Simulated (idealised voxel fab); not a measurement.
Process module under the name voxel self aligned vias
It is cross-section cut that appears here, measuring 295 nm in width, its square cells being 5 nm in size.
Format of a cross-section: grid, square cells. Given as bands. Order: top down. Band: one or more rows of cells. First you get the band's top height and its bottom height, in nm, and then the materials it's made of, left to right, with each width in nm. If you see a single material with "everywhere", that one covers the band edge to edge. "air" is empty space. We count height from 0. Below that, the starting wafer is all one material. The lowest band never ends at the bottom but goes on down; see "0 down" for how that is written. The two numbers in a width such as "30 to 40" mark its ends across the band: the first belongs to the top row of cells, the second to the bottom row, and from each row to the next the width moves by the same amount. When a step is marked "remained unchanged", none of the cells in the cross-section changed during that step. Listed in "Entrapped void list": every empty space of 8 or more cells without an open way to the top. Form: width x height at distance, the distance being from the left edge, all in nm. Anything after a step's settings on that line? It's the simulator's own note about the step. Regarding "overlay nm": on a step with a mask, it is the distance the mask lay to the right of its planned place; a negative value places it to the left.

Here's what the planned process steps look like:
- 1: RECEIVE [material Si]
- 2: CONFORMAL_DEP [material SiO2] [thk nm 10]
- 3: CONFORMAL_DEP [material SiCN] [thk nm 5]
- 4: DIRECTIONAL_DEP [material SiO2] [thk nm 20]
- 5: MASKED_ETCH [tone open] [mask id LINES] [width nm 25] [pitch nm 55] [etch materials SiO2] [depth nm 20] [overlay nm 0]
- 6: CONFORMAL_DEP [material TiN] [thk nm 5]
- 7: FILL_DEP [material Ru] [thk nm 5]
- 8: CMP [height nm 35]
- 9: SELECTIVE_ETCH [etch materials W Ru TiN] [depth nm 5]
- 10: FILL_DEP [material SiN] [thk nm 10]
- 11: CMP [height nm 35]
- 12: DIRECTIONAL_DEP [material SiO2] [thk nm 15]
- 13: DIRECTIONAL_DEP [material aC] [thk nm 15]
- 14: PATTERN [tone open] [mask id VIAS] [material resist] [width nm 35] [pitch nm 55] [thk nm 35] [overlay nm 0]
- 15: DIRECTIONAL_ETCH [etch materials aC] [depth nm 15]
- 16: STRIP [etch materials resist]
- 17: DIRECTIONAL_ETCH [etch materials SiO2] [depth nm 15]
- 18: DIRECTIONAL_ETCH [etch materials SiN] [depth nm 5]
- 19: STRIP [etch materials aC]
- 20: CONFORMAL_DEP [material TiN] [thk nm 5]
- 21: FILL_DEP [material Ru] [thk nm 10]
- 22: CMP [height nm 50]
- 23: CONFORMAL_DEP [material SiN] [thk nm 5]

As received (post step 1): cross-section:
- 0 down | Si everywhere
- Entrapped void list: none

As-planned run: cross-section of the first of two wafers at end of module:
- 55 to 50 | SiN everywhere
- 50 to 40 | SiO2 100 nm / TiN 5 nm / Ru 25 nm / TiN 5 nm / SiO2 20 nm / TiN 5 nm / Ru 25 nm / TiN 5 nm / SiO2 105 nm
- 40 to 35 | SiO2 100 nm / TiN 10 nm / Ru 15 nm / TiN 10 nm / SiO2 20 nm / TiN 10 nm / Ru 15 nm / TiN 10 nm / SiO2 105 nm
- 35 to 30 | SiO2 105 nm / TiN 25 nm / SiO2 30 nm / TiN 25 nm / SiO2 110 nm
- 30 to 20 | SiO2 105 nm / TiN 5 nm / Ru 15 nm / TiN 5 nm / SiO2 30 nm / TiN 5 nm / Ru 15 nm / TiN 5 nm / SiO2 110 nm
- 20 to 15 | SiO2 105 nm / TiN 25 nm / SiO2 30 nm / TiN 25 nm / SiO2 110 nm
- 15 to 10 | SiCN everywhere
- 10 to 0 | SiO2 everywhere
- 0 down | Si everywhere
- Entrapped void list: none

What the second wafer looks like in cross-section once the module is done. Its start and its plan matched the first wafer's exactly; what differed was one mistake in how it was run:
- 55 to 50 | SiN everywhere
- 50 to 40 | Ru 95 nm / TiN 5 nm / SiO2 35 nm / TiN 5 nm / Ru 10 nm / TiN 5 nm / SiO2 35 nm / TiN 5 nm / Ru 100 nm
- 40 to 35 | TiN 100 nm / SiO2 35 nm / TiN 20 nm / SiO2 35 nm / TiN 105 nm
- 35 to 30 | SiO2 105 nm / SiN 25 nm / SiO2 30 nm / SiN 25 nm / SiO2 110 nm
- 30 to 20 | SiO2 105 nm / TiN 5 nm / Ru 15 nm / TiN 5 nm / SiO2 30 nm / TiN 5 nm / Ru 15 nm / TiN 5 nm / SiO2 110 nm
- 20 to 15 | SiO2 105 nm / TiN 25 nm / SiO2 30 nm / TiN 25 nm / SiO2 110 nm
- 15 to 10 | SiCN everywhere
- 10 to 0 | SiO2 everywhere
- 0 down | Si everywhere
- Entrapped void list: none
What was the processing mistake? off-plan run, step 14, actual operation and settings PATTERN [tone cover] [mask id VIAS] [material resist] [width nm 35] [pitch nm 55] [thk nm 35] [overlay nm 0]
Final cells, second wafer relative to first, materials higher or lower: Ru +56; SiN +10; SiO2 -93; TiN +27
